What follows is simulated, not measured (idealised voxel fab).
process module | voxel spacer lines
cross-section cut | 205 nm wide | cells 5 nm
A cross-section is a grid of square cells, given in bands from the top down. A band is one or more rows of cells.
Each band's line starts with the height of the band's top and of its bottom, in nm. Then come its materials from left to right, each with its width in nm. One material with "throughout" fills the band from edge to edge. "air" is empty space.
Height 0 is the level under which the wafer as received is all one material. The lowest band goes on downwards, as in "0 down".
A width such as "30 to 40" changes by the same amount from each row of cells to the next, from the band's top row to its bottom row.
"no change" after a step means that no cell of the cross-section changed.
closed voids: empty space of 8 cells or more with no open way to the top, each as width x height at its distance from the left edge, in nm
after a step's settings: what the simulator itself notes on the step
overlay nm, on a step with a mask: how far to the right of its planned place the mask lay; to the left if negative
plan
1 op RECEIVE | material Si
2 op CONFORMAL_DEP | material Al2O3 | thk nm 10
3 op DIRECTIONAL_DEP | material W | thk nm 15
4 op DIRECTIONAL_DEP | material aC | thk nm 20
5 op PATTERN | tone cover | mask id MANDREL | material resist | width nm 15 | pitch nm 50 | thk nm 25 | overlay nm 0
6 op DIRECTIONAL_ETCH | etch materials aC | depth nm 20
7 op STRIP | etch materials resist
8 op CONFORMAL_DEP | material SiO2 | thk nm 10
9 op DIRECTIONAL_ETCH | etch materials SiO2 | depth nm 10
10 op STRIP | etch materials aC
11 op DIRECTIONAL_ETCH | etch materials W | depth nm 15
12 op STRIP | etch materials SiO2
13 op FILL_DEP | material SiO2 | thk nm 10
14 op CMP | height nm 25
as received, after step 1
  0 down: Si throughout
  closed voids: none
a wafer at the end: this start, this plan, one mistake
  25 to 15: SiO2 60 | W 10 | SiO2 15 | W 10 | SiO2 15 | W 10 | SiO2 15 | W 10 | SiO2 60
  15 to 0: Al2O3 throughout
  0 down: Si throughout
  closed voids: none
what went wrong: step 2 ran as: op CONFORMAL_DEP | material Al2O3 | thk nm 15
